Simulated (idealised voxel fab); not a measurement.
process module | voxel gate over fins
cross-section cut | 225 nm wide | cells 5 nm
A cross-section is a grid of square cells, given in bands from the top down. A band is one or more rows of cells.
Each band's line starts with the height of the band's top and of its bottom, in nm. Then come its materials from left to right, each with its width in nm. One material with "throughout" fills the band from edge to edge. "air" is empty space.
Height 0 is the level under which the wafer as received is all one material. The lowest band goes on downwards, as in "0 down".
A width such as "30 to 40" changes by the same amount from each row of cells to the next, from the band's top row to its bottom row.
"no change" after a step means that no cell of the cross-section changed.
closed voids: empty space of 8 cells or more with no open way to the top, each as width x height at its distance from the left edge, in nm
after a step's settings: what the simulator itself notes on the step
overlay nm, on a step with a mask: how far to the right of its planned place the mask lay; to the left if negative
Each pair below shows a cross-section before one step and the cross-section after it, down to the lowest band that changed. The line under each pair gives the step between them, with its settings. The pairs can come from different runs of this module on the same starting wafer, so a pair continues from the pair above only where its "before" says so.
before
  10 to 0: air 55 | SiN 15 | air 45 | SiN 15 | air 45 | SiN 15 | air 35
  0 to -40: air 45 | Si 25 | air 35 | Si 25 | air 35 | Si 25 | air 35
  -40 down: Si throughout
  closed voids: none
after
  10 to 0: air 55 | SiN 15 | air 45 | SiN 15 | air 45 | SiN 15 | air 35
  0 to -5: air 45 | SiO2 15 | Si 5 | SiO2 5 | air 35 | SiO2 15 | Si 5 | SiO2 5 | air 35 | SiO2 15 | Si 5 | SiO2 5 | air 35
  -5 to -40: air 45 | SiO2 5 | Si 15 | SiO2 5 | air 35 | SiO2 5 | Si 15 | SiO2 5 | air 35 | SiO2 5 | Si 15 | SiO2 5 | air 35
  -40 to -45: SiO2 50 | Si 15 | SiO2 45 | Si 15 | SiO2 45 | Si 15 | SiO2 40
  below -45: unchanged
  closed voids: none
the step between: op OXIDIZE | depth nm 5
before: the cross-section after the pair above
after
  20 to 10: SiO2 throughout
  10 to 0: SiO2 55 | SiN 15 | SiO2 45 | SiN 15 | SiO2 45 | SiN 15 | SiO2 35
  0 to -5: SiO2 60 | Si 5 | SiO2 55 | Si 5 | SiO2 55 | Si 5 | SiO2 40
  -5 to -45: SiO2 50 | Si 15 | SiO2 45 | Si 15 | SiO2 45 | Si 15 | SiO2 40
  below -45: unchanged
  closed voids: none
the step between: op FILL_DEP | material SiO2 | thk nm 10
before: the cross-section after the pair above
after
  10 to 0: SiO2 55 | SiN 15 | SiO2 45 | SiN 15 | SiO2 45 | SiN 15 | SiO2 35
  below 0: unchanged
  closed voids: none
the step between: op CMP | height nm 10
before: the cross-section after the pair above
after
  10 to 0: SiO2 55 | SiN 15 | SiO2 5 | air 15 | SiO2 25 | SiN 15 | SiO2 45 | SiN 15 | SiO2 35
  0 to -5: SiO2 60 | Si 5 | SiO2 10 | air 15 | SiO2 30 | Si 5 | SiO2 55 | Si 5 | SiO2 40
  -5 to -35: SiO2 50 | Si 15 | SiO2 10 | air 15 | SiO2 20 | Si 15 | SiO2 45 | Si 15 | SiO2 40
  below -35: unchanged
  closed voids: none
the step between: op MASKED_ETCH | tone open | mask id RAIL | width nm 15 | etch materials SiO2 | depth nm 45 | overlay nm 0
before: the cross-section after the pair above
after
  15 to 10: TiN 80 | air 5 | TiN 140
  10 to 0: SiO2 55 | SiN 15 | SiO2 5 | TiN 5 | air 5 | TiN 5 | SiO2 25 | SiN 15 | SiO2 45 | SiN 15 | SiO2 35
  0 to -5: SiO2 60 | Si 5 | SiO2 10 | TiN 5 | air 5 | TiN 5 | SiO2 30 | Si 5 | SiO2 55 | Si 5 | SiO2 40
  -5 to -30: SiO2 50 | Si 15 | SiO2 10 | TiN 5 | air 5 | TiN 5 | SiO2 20 | Si 15 | SiO2 45 | Si 15 | SiO2 40
  -30 to -35: SiO2 50 | Si 15 | SiO2 10 | TiN 15 | SiO2 20 | Si 15 | SiO2 45 | Si 15 | SiO2 40
  below -35: unchanged
  closed voids: none
the step between: op CONFORMAL_DEP | material TiN | thk nm 5
before: the cross-section after the pair above
after
  25 to 15: W throughout
  15 to 10: TiN 80 | W 5 | TiN 140
  10 to 0: SiO2 55 | SiN 15 | SiO2 5 | TiN 5 | W 5 | TiN 5 | SiO2 25 | SiN 15 | SiO2 45 | SiN 15 | SiO2 35
  0 to -5: SiO2 60 | Si 5 | SiO2 10 | TiN 5 | W 5 | TiN 5 | SiO2 30 | Si 5 | SiO2 55 | Si 5 | SiO2 40
  -5 to -30: SiO2 50 | Si 15 | SiO2 10 | TiN 5 | W 5 | TiN 5 | SiO2 20 | Si 15 | SiO2 45 | Si 15 | SiO2 40
  below -30: unchanged
  closed voids: none
the step between: op FILL_DEP | material W | thk nm 10
before: the cross-section after the pair above
after
  10 to 0: SiO2 55 | SiN 15 | SiO2 5 | TiN 5 | W 5 | TiN 5 | SiO2 25 | SiN 15 | SiO2 45 | SiN 15 | SiO2 35
  below 0: unchanged
  closed voids: none
the step between: op CMP | height nm 10
before: the cross-section after the pair above
after
  10 to 0: SiO2 55 | SiN 15 | SiO2 5 | air 15 | SiO2 25 | SiN 15 | SiO2 45 | SiN 15 | SiO2 35
  0 to -5: SiO2 60 | Si 5 | SiO2 10 | air 15 | SiO2 30 | Si 5 | SiO2 55 | Si 5 | SiO2 40
  -5 to -20: SiO2 50 | Si 15 | SiO2 10 | air 15 | SiO2 20 | Si 15 | SiO2 45 | Si 15 | SiO2 40
  below -20: unchanged
  closed voids: none
the step between: op SELECTIVE_ETCH | etch materials W Ru TiN | depth nm 30
before: the cross-section after the pair above
after
  15 to 10: SiO2 throughout
  10 to 0: SiO2 55 | SiN 15 | SiO2 45 | SiN 15 | SiO2 45 | SiN 15 | SiO2 35
  0 to -5: SiO2 60 | Si 5 | SiO2 55 | Si 5 | SiO2 55 | Si 5 | SiO2 40
  -5 to -20: SiO2 50 | Si 15 | SiO2 45 | Si 15 | SiO2 45 | Si 15 | SiO2 40
  below -20: unchanged
  closed voids: none
the step between: op FILL_DEP | material SiO2 | thk nm 5
before: the cross-section after the pair above
after
  10 to 0: SiO2 55 | SiN 15 | SiO2 45 | SiN 15 | SiO2 45 | SiN 15 | SiO2 35
  below 0: unchanged
  closed voids: none
the step between: op CMP | height nm 10
before: the cross-section after the pair above
after
  10 to 0: air 55 | SiN 15 | air 45 | SiN 15 | air 45 | SiN 15 | air 35
  0 to -10: air 60 to 50 | Si 5 to 15 | air 55 to 45 | Si 5 to 15 | air 55 to 45 | Si 5 to 15 | air 40
  below -10: unchanged
  closed voids: none
the step between: op SELECTIVE_ETCH | etch materials SiO2 | depth nm 20
before: the cross-section after the pair above
after
  0 to -10: air 60 to 50 | Si 5 to 15 | air 55 to 45 | Si 5 to 15 | air 55 to 45 | Si 5 to 15 | air 40
  below -10: unchanged
  closed voids: none
the step between: op STRIP | etch materials SiN
before: the cross-section after the pair above
after
  5 to 0: air 55 | HfO2 15 | air 45 | HfO2 15 | air 45 | HfO2 15 | air 35
  0 to -5: air 45 | HfO2 15 | Si 5 | HfO2 5 | air 35 | HfO2 15 | Si 5 | HfO2 5 | air 35 | HfO2 15 | Si 5 | HfO2 5 | air 35
  -5 to -10: HfO2 50 | Si 15 | HfO2 45 | Si 15 | HfO2 45 | Si 15 | HfO2 40
  below -10: unchanged
  closed voids: none
the step between: op CONFORMAL_DEP | material HfO2 | thk nm 5
before: the cross-section after the pair above
after
  10 to 5: air 50 | TiN 25 | air 35 | TiN 25 | air 35 | TiN 25 | air 30
  5 to 0: air 40 | TiN 15 | HfO2 15 | TiN 5 | air 25 | TiN 15 | HfO2 15 | TiN 5 | air 25 | TiN 15 | HfO2 15 | TiN 5 | air 30
  0 to -5: TiN 45 | HfO2 15 | Si 5 | HfO2 5 | TiN 35 | HfO2 15 | Si 5 | HfO2 5 | TiN 35 | HfO2 15 | Si 5 | HfO2 5 | TiN 35
  below -5: unchanged
  closed voids: none
the step between: op CONFORMAL_DEP | material TiN | thk nm 5
before: the cross-section after the pair above
after
  25 to 10: W throughout
  10 to 5: W 50 | TiN 25 | W 35 | TiN 25 | W 35 | TiN 25 | W 30
  5 to 0: W 40 | TiN 15 | HfO2 15 | TiN 5 | W 25 | TiN 15 | HfO2 15 | TiN 5 | W 25 | TiN 15 | HfO2 15 | TiN 5 | W 30
  below 0: unchanged
  closed voids: none
the step between: op FILL_DEP | material W | thk nm 15
before: the cross-section after the pair above
after
  20 to 10: W throughout
  below 10: unchanged
  closed voids: none
the step between: op CMP | height nm 20
before: the cross-section after the pair above
after
  25 to 20: SiCN throughout
  below 20: unchanged
  closed voids: none
the step between: op CONFORMAL_DEP | material SiCN | thk nm 5
before
  0 to -10: air 50 | Si 5 | air 55 | Si 5 | air 55 | Si 5 | air 50
  -10 to -20: SiO2 50 | Si 5 | SiO2 55 | Si 5 | SiO2 55 | Si 5 | SiO2 50
  -20 to -30: SiO2 50 | Si 5 | SiO2 20 | TiN 5 | W 5 | TiN 5 | SiO2 20 | Si 5 | SiO2 55 | Si 5 | SiO2 50
  -30 to -35: SiO2 50 | Si 5 | SiO2 20 | TiN 15 | SiO2 20 | Si 5 | SiO2 55 | Si 5 | SiO2 50
  -35 to -45: SiO2 50 | Si 5 | SiO2 55 | Si 5 | SiO2 55 | Si 5 | SiO2 50
  -45 down: Si throughout
  closed voids: none
after
  5 to 0: air 45 | SiO2 15 | air 45 | SiO2 15 | air 45 | SiO2 15 | air 45
  0 to -5: air 45 | SiO2 5 | Si 5 | SiO2 5 | air 45 | SiO2 5 | Si 5 | SiO2 5 | air 45 | SiO2 5 | Si 5 | SiO2 5 | air 45
  -5 to -20: SiO2 50 | Si 5 | SiO2 55 | Si 5 | SiO2 55 | Si 5 | SiO2 50
  below -20: unchanged
  closed voids: none
the step between: op CONFORMAL_DEP | material SiO2 | thk nm 5
before: the cross-section after the pair above
after
  10 to 5: air 40 | TiN 25 | air 35 | TiN 25 | air 35 | TiN 25 | air 40
  5 to 0: air 40 | TiN 5 | SiO2 15 | TiN 5 | air 35 | TiN 5 | SiO2 15 | TiN 5 | air 35 | TiN 5 | SiO2 15 | TiN 5 | air 40
  0 to -5: TiN 45 | SiO2 5 | Si 5 | SiO2 5 | TiN 45 | SiO2 5 | Si 5 | SiO2 5 | TiN 45 | SiO2 5 | Si 5 | SiO2 5 | TiN 45
  below -5: unchanged
  closed voids: none
the step between: op CONFORMAL_DEP | material TiN | thk nm 5
before: the cross-section after the pair above
after
  25 to 10: W throughout
  10 to 5: W 40 | TiN 25 | W 35 | TiN 25 | W 35 | TiN 25 | W 40
  5 to 0: W 40 | TiN 5 | SiO2 15 | TiN 5 | W 35 | TiN 5 | SiO2 15 | TiN 5 | W 35 | TiN 5 | SiO2 15 | TiN 5 | W 40
  below 0: unchanged
  closed voids: none
the step between: op FILL_DEP | material W | thk nm 15
before: the cross-section after the pair above
after
  20 to 10: W throughout
  below 10: unchanged
  closed voids: none
the step between: op CMP | height nm 20
before: the cross-section after the pair above
after
  25 to 20: SiCN throughout
  below 20: unchanged
  closed voids: none
the step between: op CONFORMAL_DEP | material SiCN | thk nm 5
before
  10 to 0: SiO2 45 | SiN 15 | SiO2 45 | SiN 15 | SiO2 45 | SiN 15 | SiO2 45
  0 to -45: SiO2 50 | Si 5 | SiO2 55 | Si 5 | SiO2 55 | Si 5 | SiO2 50
  -45 down: Si throughout
  closed voids: none
after
  10 to 0: air 45 | SiN 15 | air 15 | SiO2 15 | air 15 | SiN 15 | air 45 | SiN 15 | air 45
  0 to -35: air 45 | SiO2 5 | Si 5 | SiO2 5 | air 15 | SiO2 15 | air 15 | SiO2 5 | Si 5 | SiO2 5 | air 45 | SiO2 5 | Si 5 | SiO2 5 | air 45
  below -35: unchanged
  closed voids: none
the step between: op MASKED_ETCH | tone cover | mask id RAIL | width nm 15 | etch materials SiO2 | depth nm 45 | overlay nm 0
before: the cross-section after the pair above
after
  15 to 10: air 40 | TiN 25 | air 5 | TiN 25 | air 5 | TiN 25 | air 35 | TiN 25 | air 40
  10 to 0: air 40 | TiN 5 | SiN 15 | TiN 5 | air 5 | TiN 5 | SiO2 15 | TiN 5 | air 5 | TiN 5 | SiN 15 | TiN 5 | air 35 | TiN 5 | SiN 15 | TiN 5 | air 40
  0 to -30: air 40 | TiN 5 | SiO2 5 | Si 5 | SiO2 5 | TiN 5 | air 5 | TiN 5 | SiO2 15 | TiN 5 | air 5 | TiN 5 | SiO2 5 | Si 5 | SiO2 5 | TiN 5 | air 35 | TiN 5 | SiO2 5 | Si 5 | SiO2 5 | TiN 5 | air 40
  -30 to -35: TiN 45 | SiO2 5 | Si 5 | SiO2 5 | TiN 15 | SiO2 15 | TiN 15 | SiO2 5 | Si 5 | SiO2 5 | TiN 45 | SiO2 5 | Si 5 | SiO2 5 | TiN 45
  below -35: unchanged
  closed voids: none
the step between: op CONFORMAL_DEP | material TiN | thk nm 5
before: the cross-section after the pair above
after
  25 to 15: W throughout
  15 to 10: W 40 | TiN 25 | W 5 | TiN 25 | W 5 | TiN 25 | W 35 | TiN 25 | W 40
  10 to 0: W 40 | TiN 5 | SiN 15 | TiN 5 | W 5 | TiN 5 | SiO2 15 | TiN 5 | W 5 | TiN 5 | SiN 15 | TiN 5 | W 35 | TiN 5 | SiN 15 | TiN 5 | W 40
  0 to -30: W 40 | TiN 5 | SiO2 5 | Si 5 | SiO2 5 | TiN 5 | W 5 | TiN 5 | SiO2 15 | TiN 5 | W 5 | TiN 5 | SiO2 5 | Si 5 | SiO2 5 | TiN 5 | W 35 | TiN 5 | SiO2 5 | Si 5 | SiO2 5 | TiN 5 | W 40
  below -30: unchanged
  closed voids: none
the step between: op FILL_DEP | material W | thk nm 10
before: the cross-section after the pair above
after
  10 to 0: W 40 | TiN 5 | SiN 15 | TiN 5 | W 5 | TiN 5 | SiO2 15 | TiN 5 | W 5 | TiN 5 | SiN 15 | TiN 5 | W 35 | TiN 5 | SiN 15 | TiN 5 | W 40
  below 0: unchanged
  closed voids: none
the step between: op CMP | height nm 10
before: the cross-section after the pair above
after
  10 to 0: air 45 | SiN 15 | air 15 | SiO2 15 | air 15 | SiN 15 | air 45 | SiN 15 | air 45
  0 to -20: air 45 | SiO2 5 | Si 5 | SiO2 5 | air 15 | SiO2 15 | air 15 | SiO2 5 | Si 5 | SiO2 5 | air 45 | SiO2 5 | Si 5 | SiO2 5 | air 45
  below -20: unchanged
  closed voids: none
the step between: op SELECTIVE_ETCH | etch materials W Ru TiN | depth nm 30
before: the cross-section after the pair above
after
  15 to 10: SiO2 throughout
  10 to 0: SiO2 45 | SiN 15 | SiO2 45 | SiN 15 | SiO2 45 | SiN 15 | SiO2 45
  0 to -20: SiO2 50 | Si 5 | SiO2 55 | Si 5 | SiO2 55 | Si 5 | SiO2 50
  below -20: unchanged
  closed voids: none
the step between: op FILL_DEP | material SiO2 | thk nm 5
before: the cross-section after the pair above
after
  10 to 0: SiO2 45 | SiN 15 | SiO2 45 | SiN 15 | SiO2 45 | SiN 15 | SiO2 45
  below 0: unchanged
  closed voids: none
the step between: op CMP | height nm 10
before: the cross-section after the pair above
after
  10 to 0: air 45 | SiN 15 | air 45 | SiN 15 | air 45 | SiN 15 | air 45
  0 to -10: air 50 | Si 5 | air 55 | Si 5 | air 55 | Si 5 | air 50
  below -10: unchanged
  closed voids: none
the step between: op SELECTIVE_ETCH | etch materials SiO2 | depth nm 20
before: the cross-section after the pair above
after
  0 to -10: air 50 | Si 5 | air 55 | Si 5 | air 55 | Si 5 | air 50
  below -10: unchanged
  closed voids: none
the step between: op STRIP | etch materials SiN
before: the cross-section after the pair above
after
  5 to 0: air 45 | HfO2 15 | air 45 | HfO2 15 | air 45 | HfO2 15 | air 45
  0 to -5: air 45 | HfO2 5 | Si 5 | HfO2 5 | air 45 | HfO2 5 | Si 5 | HfO2 5 | air 45 | HfO2 5 | Si 5 | HfO2 5 | air 45
  -5 to -10: HfO2 50 | Si 5 | HfO2 55 | Si 5 | HfO2 55 | Si 5 | HfO2 50
  below -10: unchanged
  closed voids: none
the step between: op CONFORMAL_DEP | material HfO2 | thk nm 5
before: the cross-section after the pair above
after
  10 to 5: air 40 | TiN 25 | air 35 | TiN 25 | air 35 | TiN 25 | air 40
  5 to 0: air 40 | TiN 5 | HfO2 15 | TiN 5 | air 35 | TiN 5 | HfO2 15 | TiN 5 | air 35 | TiN 5 | HfO2 15 | TiN 5 | air 40
  0 to -5: TiN 45 | HfO2 5 | Si 5 | HfO2 5 | TiN 45 | HfO2 5 | Si 5 | HfO2 5 | TiN 45 | HfO2 5 | Si 5 | HfO2 5 | TiN 45
  below -5: unchanged
  closed voids: none
the step between: op CONFORMAL_DEP | material TiN | thk nm 5
before: the cross-section after the pair above
after
  25 to 10: W throughout
  10 to 5: W 40 | TiN 25 | W 35 | TiN 25 | W 35 | TiN 25 | W 40
  5 to 0: W 40 | TiN 5 | HfO2 15 | TiN 5 | W 35 | TiN 5 | HfO2 15 | TiN 5 | W 35 | TiN 5 | HfO2 15 | TiN 5 | W 40
  below 0: unchanged
  closed voids: none
the step between: op FILL_DEP | material W | thk nm 15
before: the cross-section after the pair above
after
  20 to 10: W throughout
  below 10: unchanged
  closed voids: none
the step between: op CMP | height nm 20
before: the cross-section after the pair above
after
  25 to 20: SiCN throughout
  below 20: unchanged
  closed voids: none
the step between: op CONFORMAL_DEP | material SiCN | thk nm 5
